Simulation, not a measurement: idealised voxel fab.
process module | voxel spacer lines
cross-section cut | 270 nm wide | cells 5 nm
A cross-section is a grid of square cells, given in bands from the top down. A band is one or more rows of cells.
Each band's line starts with the height of the band's top and of its bottom, in nm. Then come its materials from left to right, each with its width in nm. One material with "throughout" fills the band from edge to edge. "air" is empty space.
Height 0 is the level under which the wafer as received is all one material. The lowest band goes on downwards, as in "0 down".
A width such as "30 to 40" changes by the same amount from each row of cells to the next, from the band's top row to its bottom row.
"no change" after a step means that no cell of the cross-section changed.
closed voids: empty space of 8 cells or more with no open way to the top, each as width x height at its distance from the left edge, in nm
after a step's settings: what the simulator itself notes on the step
overlay nm, on a step with a mask: how far to the right of its planned place the mask lay; to the left if negative
plan
1 op RECEIVE | material Si
2 op CONFORMAL_DEP | material SiO2 | thk nm 10
3 op DIRECTIONAL_DEP | material W | thk nm 20
4 op DIRECTIONAL_DEP | material polySi | thk nm 25
5 op PATTERN | tone cover | mask id MANDREL | material resist | width nm 15 | pitch nm 60 | thk nm 35 | overlay nm 0
6 op DIRECTIONAL_ETCH | etch materials polySi | depth nm 25
7 op STRIP | etch materials resist
8 op CONFORMAL_DEP | material SiN | thk nm 15
9 op DIRECTIONAL_ETCH | etch materials SiN | depth nm 15
10 op STRIP | etch materials polySi
11 op DIRECTIONAL_ETCH | etch materials W | depth nm 20
12 op STRIP | etch materials SiN
13 op FILL_DEP | material lowk | thk nm 5
14 op CMP | height nm 30
as received, after step 1
  0 down: Si throughout
  closed voids: none
first wafer at the end, as planned
  30 to 10: lowk 50 | W 15 | lowk 15 | W 15 | lowk 15 | W 15 | lowk 15 | W 15 | lowk 15 | W 15 | lowk 15 | W 15 | lowk 55
  10 to 0: SiO2 throughout
  0 down: Si throughout
  closed voids: none
second wafer at the end: like start, like plan, one mistake
  20 to 10: lowk 50 | W 15 | lowk 15 | W 15 | lowk 15 | W 15 | lowk 15 | W 15 | lowk 15 | W 15 | lowk 15 | W 15 | lowk 55
  10 to 0: SiO2 throughout
  0 down: Si throughout
  closed voids: none
what went wrong: step 14 ran as: op CMP | height nm 20
at the end the second wafer has, in cells: 36 fewer of W | 72 fewer of lowk
